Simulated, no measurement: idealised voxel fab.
The following is a process module called voxel transistor to metal.
Section shown: cut. Width: 200 nm. Cell size: 5 nm, square.
Each cross-section below is a grid of square cells, stated as bands in top-down order, with one or more rows of cells making up each band. What a band's entry tells you: where the top is and where the bottom is, as heights in nm, and after that what lies inside, material by material from left to right, each with its width in nm. Empty space is written as the word "blank", and a single material marked with the word "all across" occupies the band from edge to edge. The reference from which all heights are counted is 0, the level beneath which the as-received wafer is entirely one material; the lowest band, having no lower bound, proceeds downward and is written after the example "0 nm and below". Width: "30->40" (first number = top row, second number = bottom row, same change from row to row of cells). "remains unaltered", as given for a step, is the statement that not any cell of the cross-section underwent a change during that step. Unvented cavities: empty space of 8 cells or more with no open way to the top, each as width x height at its distance from the left edge, in nm. The remark found on a step's line after its settings is issued by the simulator itself and pertains to that step. "overlay nm" on a masked step: distance the mask lay right of its planned place, negative for left.
**Process steps foreseen in the plan**
1,RECEIVE, material Si
2,CONFORMAL_DEP, material SiO2, thk nm 5
3,CONFORMAL_DEP, material SiN, thk nm 10
4,PATTERN, tone cover, mask id ACTIVE, material resist, width nm 120, thk nm 15, overlay nm -15
5,DIRECTIONAL_ETCH, etch materials SiN, depth nm 10
6,DIRECTIONAL_ETCH, etch materials SiO2, depth nm 5
7,DIRECTIONAL_ETCH, etch materials Si, depth nm 20
8,STRIP, etch materials resist
9,OXIDIZE, depth nm 5
10,FILL_DEP, material SiO2, thk nm 10
11,CMP, height nm 15
12,SELECTIVE_ETCH, etch materials SiO2, depth nm 10
13,STRIP, etch materials SiN
14,SELECTIVE_ETCH, etch materials SiO2, depth nm 5
15,OXIDIZE, depth nm 5
16,DIRECTIONAL_DEP, material polySi, thk nm 30
17,DIRECTIONAL_DEP, material SiCN, thk nm 15
18,DIRECTIONAL_DEP, material aC, thk nm 15
19,PATTERN, tone cover, mask id GATE, material resist, width nm 20, thk nm 35, overlay nm 0
20,DIRECTIONAL_ETCH, etch materials aC, depth nm 15
21,STRIP, etch materials resist
22,DIRECTIONAL_ETCH, etch materials SiCN, depth nm 25
23,DIRECTIONAL_ETCH, etch materials polySi, depth nm 40
24,STRIP, etch materials aC
25,CONFORMAL_DEP, material SiO2, thk nm 5
26,DIRECTIONAL_ETCH, etch materials SiO2, depth nm 5
27,CONFORMAL_DEP, material SiN, thk nm 5
28,DIRECTIONAL_ETCH, etch materials SiN, depth nm 5
29,DIRECTIONAL_ETCH, etch materials SiO2, depth nm 5
30,DIRECTIONAL_ETCH, etch materials Si, depth nm 5
31,EPI, material nSi, thk nm 5
32,FILL_DEP, material SiO2, thk nm 5
33,CMP, height nm 45
34,DIRECTIONAL_DEP, material SiO2, thk nm 15
35,DIRECTIONAL_DEP, material aC, thk nm 15
36,PATTERN, tone open, mask id CONTACT, material resist, width nm 20, pitch nm 80, thk nm 30, overlay nm 0
37,DIRECTIONAL_ETCH, etch materials aC, depth nm 15
38,STRIP, etch materials resist
39,DIRECTIONAL_ETCH, etch materials SiO2, depth nm 65
40,STRIP, etch materials aC
41,CONFORMAL_DEP, material TiN, thk nm 5
42,FILL_DEP, material W, thk nm 10
43,CMP, height nm 60
44,DIRECTIONAL_DEP, material TiN, thk nm 5
45,DIRECTIONAL_DEP, material Ru, thk nm 20
46,PATTERN, tone cover, mask id METAL_1, material resist, width nm 20, pitch nm 80, thk nm 20, overlay nm 0
47,DIRECTIONAL_ETCH, etch materials Ru, depth nm 20
48,DIRECTIONAL_ETCH, etch materials TiN, depth nm 5
49,STRIP, etch materials resist
50,FILL_DEP, material lowk, thk nm 10
51,CMP, height nm 85
52,CONFORMAL_DEP, material SiCN, thk nm 5
For this document, wafers share an identical start and vary in the step 4 overlay nm; the plan quotes the first wafer's value.
**Cross-section of the first of several wafers as received (after step 1)**
> 0 nm and below = Si all across
> Unvented cavities: none
**End of the module, past its last step, step 52: how the first of several wafers looks in cross-section**
> 90 nm to 85 nm = SiCN all across
> 85 nm to 65 nm = lowk: 50, then Ru: 20, then lowk: 60, then Ru: 20, then lowk: 50
> 65 nm to 60 nm = lowk: 50, then TiN: 20, then lowk: 60, then TiN: 20, then lowk: 50
> 60 nm to 45 nm = SiO2: 50, then TiN: 5, then W: 10, then TiN: 5, then SiO2: 60, then TiN: 5, then W: 10, then TiN: 5, then SiO2: 50
> 45 nm to 30 nm = SiO2: 50, then TiN: 5, then W: 10, then TiN: 5, then SiO2: 10, then SiN: 5, then SiO2: 5, then SiCN: 20, then SiO2: 5, then SiN: 5, then SiO2: 10, then TiN: 5, then W: 10, then TiN: 5, then SiO2: 50
> 30 nm to 0 nm = SiO2: 50, then TiN: 5, then W: 10, then TiN: 5, then SiO2: 10, then SiN: 5, then SiO2: 5, then polySi: 20, then SiO2: 5, then SiN: 5, then SiO2: 10, then TiN: 5, then W: 10, then TiN: 5, then SiO2: 50
> 0 nm to -5 nm = SiO2: 50, then TiN: 20, then SiO2: 5, then nSi: 5, then SiO2: 40, then nSi: 5, then SiO2: 5, then TiN: 20, then SiO2: 50
> -5 nm to -10 nm = SiO2: 30, then nSi: 50, then Si: 40, then nSi: 20, then SiO2: 60
> -10 nm to -25 nm = SiO2: 30, then Si: 110, then SiO2: 60
> -25 nm and below = Si all across
> Unvented cavities: none
**The last wafer as seen in cross-section at the end of the module**
> 90 nm to 85 nm = SiCN all across
> 85 nm to 65 nm = lowk: 50, then Ru: 20, then lowk: 60, then Ru: 20, then lowk: 50
> 65 nm to 60 nm = lowk: 50, then TiN: 20, then lowk: 60, then TiN: 20, then lowk: 50
> 60 nm to 45 nm = SiO2: 50, then TiN: 5, then W: 10, then TiN: 5, then SiO2: 60, then TiN: 5, then W: 10, then TiN: 5, then SiO2: 50
> 45 nm to 30 nm = SiO2: 50, then TiN: 5, then W: 10, then TiN: 5, then SiO2: 10, then SiN: 5, then SiO2: 5, then SiCN: 20, then SiO2: 5, then SiN: 5, then SiO2: 10, then TiN: 5, then W: 10, then TiN: 5, then SiO2: 50
> 30 nm to 0 nm = SiO2: 50, then TiN: 5, then W: 10, then TiN: 5, then SiO2: 10, then SiN: 5, then SiO2: 5, then polySi: 20, then SiO2: 5, then SiN: 5, then SiO2: 10, then TiN: 5, then W: 10, then TiN: 5, then SiO2: 50
> 0 nm to -5 nm = SiO2: 50, then TiN: 20, then SiO2: 5, then nSi: 5, then SiO2: 40, then nSi: 5, then SiO2: 5, then TiN: 20, then SiO2: 50
> -5 nm to -10 nm = SiO2: 60, then nSi: 20, then Si: 40, then nSi: 50, then SiO2: 30
> -10 nm to -25 nm = SiO2: 60, then Si: 110, then SiO2: 30
> -25 nm and below = Si all across
> Unvented cavities: none
**Tabulated below, wafer by wafer, are the end-of-module results: for each material, the number of cells gained (+) or lost (-) relative to the as-received state, followed by the closed voids**
overlay nm -15; +32 Ru; -126 Si; +52 SiCN; +18 SiN; +432 SiO2; +64 TiN; +48 W; +160 lowk; +16 nSi; +24 polySi; Unvented cavities: none
overlay nm -10; +32 Ru; -126 Si; +52 SiCN; +18 SiN; +432 SiO2; +64 TiN; +48 W; +160 lowk; +16 nSi; +24 polySi; Unvented cavities: none
overlay nm -5; +32 Ru; -126 Si; +52 SiCN; +18 SiN; +432 SiO2; +64 TiN; +48 W; +160 lowk; +16 nSi; +24 polySi; Unvented cavities: none
overlay nm 0; +32 Ru; -126 Si; +52 SiCN; +18 SiN; +432 SiO2; +64 TiN; +48 W; +160 lowk; +16 nSi; +24 polySi; Unvented cavities: none
overlay nm 5; +32 Ru; -126 Si; +52 SiCN; +18 SiN; +432 SiO2; +64 TiN; +48 W; +160 lowk; +16 nSi; +24 polySi; Unvented cavities: none
overlay nm 10; +32 Ru; -126 Si; +52 SiCN; +18 SiN; +432 SiO2; +64 TiN; +48 W; +160 lowk; +16 nSi; +24 polySi; Unvented cavities: none
overlay nm 15; +32 Ru; -126 Si; +52 SiCN; +18 SiN; +432 SiO2; +64 TiN; +48 W; +160 lowk; +16 nSi; +24 polySi; Unvented cavities: none
